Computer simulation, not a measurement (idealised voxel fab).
Process module, titled voxel self aligned contacts
Cross-section cut: width 215 nm, square cells of 5 nm.
Heads up, the way a cross-section reads in here is a grid of square cells, handed over as bands from the top down, with every band being one or more rows of cells.
Band: top and bottom heights (nm) first, top before bottom; then materials from left to right, widths in nm. "everywhere" marks a sole material filling the band edge to edge. "empty" denotes empty space.
Heights are reckoned from 0. Under this level, the received wafer is all of one material. The bottommost band is open-ended downward, for example "0 nm and below".
So if you see something like "30->40" for the width, read it as the top row of the band sitting at the first number and the bottom row at the second, with every row in between moving by the same amount as the last.
Step marked "everything unchanged"? Then no cell in the cross-section changed in it.
Look at "Catalogued sealed voids" for the closed voids: empty spaces with no open path to the top, sized 8 cells or up. Each is width x height at distance, distance from the left edge, all nm.
It should be noted that, on the line of a given step, the content following the step's settings is a remark produced by the simulator itself with respect to that step.
overlay nm: where the mask lay relative to plan, measured to the right, on steps with a mask; negatives go left.
# These are the steps we planned for the process
1,RECEIVE,material Si
2,CONFORMAL_DEP,material SiO2,thk nm 5
3,DIRECTIONAL_DEP,material polySi,thk nm 20
4,DIRECTIONAL_DEP,material SiN,thk nm 25
5,MASKED_ETCH,tone cover,mask id GATE,width nm 25,pitch nm 60,etch materials SiN,depth nm 25,overlay nm 0
6,MASKED_ETCH,tone cover,mask id GATE,width nm 25,pitch nm 60,etch materials polySi,depth nm 20,overlay nm 0
7,CONFORMAL_DEP,material SiN,thk nm 10
8,DIRECTIONAL_ETCH,etch materials SiN,depth nm 10
9,FILL_DEP,material SiO2,thk nm 10
10,CMP,height nm 55
11,DIRECTIONAL_DEP,material aC,thk nm 10
12,PATTERN,tone open,mask id CONTACT,material resist,width nm 45,thk nm 30,overlay nm 0
13,DIRECTIONAL_ETCH,etch materials aC,depth nm 10
14,STRIP,etch materials resist
15,DIRECTIONAL_ETCH,etch materials SiO2,depth nm 55
16,STRIP,etch materials aC
17,CONFORMAL_DEP,material TiN,thk nm 5
18,FILL_DEP,material Ru,thk nm 5
19,CMP,height nm 55
20,CONFORMAL_DEP,material SiCN,thk nm 5
# So this is the incoming wafer in cross-section - it's already been through step 1
0 nm and below  Si everywhere
Catalogued sealed voids: none
# Here's the wafer cut in cross-section after the module, started and planned just like above, except one thing was done wrong in the run
60 nm to 55 nm  SiCN everywhere
55 nm to 45 nm  85 SiO2  5->20 TiN  35->5 Ru  5->20 TiN  85 SiO2
45 nm to 20 nm  55 SiO2  45 SiN  5 TiN  5 Ru  5 TiN  45 SiN  55 SiO2
20 nm to 5 nm  55 SiO2  10 SiN  25 polySi  10 SiN  5 TiN  5 Ru  5 TiN  10 SiN  25 polySi  10 SiN  55 SiO2
5 nm to 0 nm  55 SiO2  10 SiN  25 polySi  10 SiN  15 TiN  10 SiN  25 polySi  10 SiN  55 SiO2
0 nm and below  Si everywhere
Catalogued sealed voids: none
Heads up, the wafer didn't run the way we planned it: step 2 of the plan did not run at all; it was left out
